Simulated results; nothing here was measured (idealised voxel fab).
process module | voxel self aligned vias
cross-section cut | 260 nm wide | cells 5 nm
A cross-section is a grid of square cells, given in bands from the top down. A band is one or more rows of cells.
Each band's line starts with the height of the band's top and of its bottom, in nm. Then come its materials from left to right, each with its width in nm. One material with "throughout" fills the band from edge to edge. "air" is empty space.
Height 0 is the level under which the wafer as received is all one material. The lowest band goes on downwards, as in "0 down".
A width such as "30 to 40" changes by the same amount from each row of cells to the next, from the band's top row to its bottom row.
"no change" after a step means that no cell of the cross-section changed.
closed voids: empty space of 8 cells or more with no open way to the top, each as width x height at its distance from the left edge, in nm
after a step's settings: what the simulator itself notes on the step
overlay nm, on a step with a mask: how far to the right of its planned place the mask lay; to the left if negative
plan
1 op RECEIVE | material Si
2 op CONFORMAL_DEP | material SiO2 | thk nm 10
3 op CONFORMAL_DEP | material SiCN | thk nm 5
4 op DIRECTIONAL_DEP | material lowk | thk nm 30
5 op DIRECTIONAL_DEP | material aC | thk nm 15
6 op PATTERN | tone open | mask id LINES | material resist | width nm 20 | pitch nm 60 | thk nm 30 | overlay nm 0
7 op DIRECTIONAL_ETCH | etch materials aC | depth nm 15
8 op STRIP | etch materials resist
9 op DIRECTIONAL_ETCH | etch materials lowk | depth nm 30
10 op STRIP | etch materials aC
11 op CONFORMAL_DEP | material TiN | thk nm 5
12 op FILL_DEP | material Ru | thk nm 5
13 op CMP | height nm 45
14 op SELECTIVE_ETCH | etch materials W Ru TiN | depth nm 5
15 op FILL_DEP | material SiN | thk nm 5
16 op CMP | height nm 45
17 op DIRECTIONAL_DEP | material lowk | thk nm 20
18 op MASKED_ETCH | tone open | mask id VIAS | width nm 40 | pitch nm 60 | etch materials lowk | depth nm 20 | overlay nm 0
19 op MASKED_ETCH | tone open | mask id VIAS | width nm 40 | pitch nm 60 | etch materials SiN | depth nm 5 | overlay nm 0
20 op CONFORMAL_DEP | material TiN | thk nm 5
21 op FILL_DEP | material W | thk nm 5
22 op CMP | height nm 65
23 op CONFORMAL_DEP | material SiN | thk nm 5
first wafer, as planned
as received, after step 1
  0 down: Si throughout
  closed voids: none
after step 2
  10 to 0: SiO2 throughout
  below 0: unchanged
after step 3
  15 to 10: SiCN throughout
  below 10: unchanged
after step 4
  45 to 15: lowk throughout
  below 15: unchanged
after step 5
  60 to 45: aC throughout
  below 45: unchanged
after step 6
  90 to 60: resist 90 | air 20 | resist 40 | air 20 | resist 90
  below 60: unchanged
after step 7
  75 to 60: resist 90 | air 20 | resist 40 | air 20 | resist 90
  60 to 45: aC 90 | air 20 | aC 40 | air 20 | aC 90
  below 45: unchanged
after step 8
  60 to 45: aC 90 | air 20 | aC 40 | air 20 | aC 90
  below 45: unchanged
after step 9
  60 to 45: aC 90 | air 20 | aC 40 | air 20 | aC 90
  45 to 15: lowk 90 | air 20 | lowk 40 | air 20 | lowk 90
  below 15: unchanged
after step 10
  45 to 15: lowk 90 | air 20 | lowk 40 | air 20 | lowk 90
  below 15: unchanged
after step 11
  50 to 45: TiN 95 | air 10 | TiN 50 | air 10 | TiN 95
  45 to 20: lowk 90 | TiN 5 | air 10 | TiN 5 | lowk 40 | TiN 5 | air 10 | TiN 5 | lowk 90
  20 to 15: lowk 90 | TiN 20 | lowk 40 | TiN 20 | lowk 90
  below 15: unchanged
after step 12
  55 to 50: Ru throughout
  50 to 45: TiN 95 | Ru 10 | TiN 50 | Ru 10 | TiN 95
  45 to 20: lowk 90 | TiN 5 | Ru 10 | TiN 5 | lowk 40 | TiN 5 | Ru 10 | TiN 5 | lowk 90
  below 20: unchanged
after step 13
  45 to 20: lowk 90 | TiN 5 | Ru 10 | TiN 5 | lowk 40 | TiN 5 | Ru 10 | TiN 5 | lowk 90
  below 20: unchanged
after step 14
  45 to 40: lowk 90 | air 20 | lowk 40 | air 20 | lowk 90
  below 40: unchanged
after step 15
  50 to 45: SiN throughout
  45 to 40: lowk 90 | SiN 20 | lowk 40 | SiN 20 | lowk 90
  below 40: unchanged
after step 16
  45 to 40: lowk 90 | SiN 20 | lowk 40 | SiN 20 | lowk 90
  below 40: unchanged
after step 17
  65 to 45: lowk throughout
  below 45: unchanged
after step 18
  65 to 45: lowk 80 | air 40 | lowk 20 | air 40 | lowk 80
  below 45: unchanged
after step 19
  65 to 45: lowk 80 | air 40 | lowk 20 | air 40 | lowk 80
  45 to 40: lowk 90 | air 20 | lowk 40 | air 20 | lowk 90
  below 40: unchanged
after step 20
  70 to 65: TiN 85 | air 30 | TiN 30 | air 30 | TiN 85
  65 to 50: lowk 80 | TiN 5 | air 30 | TiN 5 | lowk 20 | TiN 5 | air 30 | TiN 5 | lowk 80
  50 to 45: lowk 80 | TiN 15 | air 10 | TiN 15 | lowk 20 | TiN 15 | air 10 | TiN 15 | lowk 80
  45 to 40: lowk 90 | TiN 20 | lowk 40 | TiN 20 | lowk 90
  below 40: unchanged
after step 21
  75 to 70: W throughout
  70 to 65: TiN 85 | W 30 | TiN 30 | W 30 | TiN 85
  65 to 50: lowk 80 | TiN 5 | W 30 | TiN 5 | lowk 20 | TiN 5 | W 30 | TiN 5 | lowk 80
  50 to 45: lowk 80 | TiN 15 | W 10 | TiN 15 | lowk 20 | TiN 15 | W 10 | TiN 15 | lowk 80
  below 45: unchanged
after step 22
  65 to 50: lowk 80 | TiN 5 | W 30 | TiN 5 | lowk 20 | TiN 5 | W 30 | TiN 5 | lowk 80
  below 50: unchanged
after step 23
  70 to 65: SiN throughout
  below 65: unchanged
second wafer: like start, like plan, one mistake. Through step 17 it matches the first wafer
when step 18 should have ended
  65 to 45: lowk 85 | air 30 | lowk 30 | air 30 | lowk 85
  below 45: unchanged
when step 19 should have ended
  65 to 45: lowk 85 | air 30 | lowk 30 | air 30 | lowk 85
  45 to 40: lowk 90 | air 20 | lowk 40 | air 20 | lowk 90
  below 40: unchanged
when step 20 should have ended
  70 to 65: TiN 90 | air 20 | TiN 40 | air 20 | TiN 90
  65 to 50: lowk 85 | TiN 5 | air 20 | TiN 5 | lowk 30 | TiN 5 | air 20 | TiN 5 | lowk 85
  50 to 45: lowk 85 | TiN 10 | air 10 | TiN 10 | lowk 30 | TiN 10 | air 10 | TiN 10 | lowk 85
  45 to 40: lowk 90 | TiN 20 | lowk 40 | TiN 20 | lowk 90
  below 40: unchanged
when step 21 should have ended
  75 to 70: W throughout
  70 to 65: TiN 90 | W 20 | TiN 40 | W 20 | TiN 90
  65 to 50: lowk 85 | TiN 5 | W 20 | TiN 5 | lowk 30 | TiN 5 | W 20 | TiN 5 | lowk 85
  50 to 45: lowk 85 | TiN 10 | W 10 | TiN 10 | lowk 30 | TiN 10 | W 10 | TiN 10 | lowk 85
  below 45: unchanged
when step 22 should have ended
  65 to 50: lowk 85 | TiN 5 | W 20 | TiN 5 | lowk 30 | TiN 5 | W 20 | TiN 5 | lowk 85
  below 50: unchanged
when step 23 should have ended
  70 to 65: SiN throughout
  below 65: unchanged
what went wrong: step 18 ran as: op MASKED_ETCH | tone open | mask id VIAS | width nm 30 | pitch nm 60 | etch materials lowk | depth nm 20 | overlay nm 0
at the end the second wafer has, in cells: 4 fewer of TiN | 12 fewer of W | 16 more of lowk
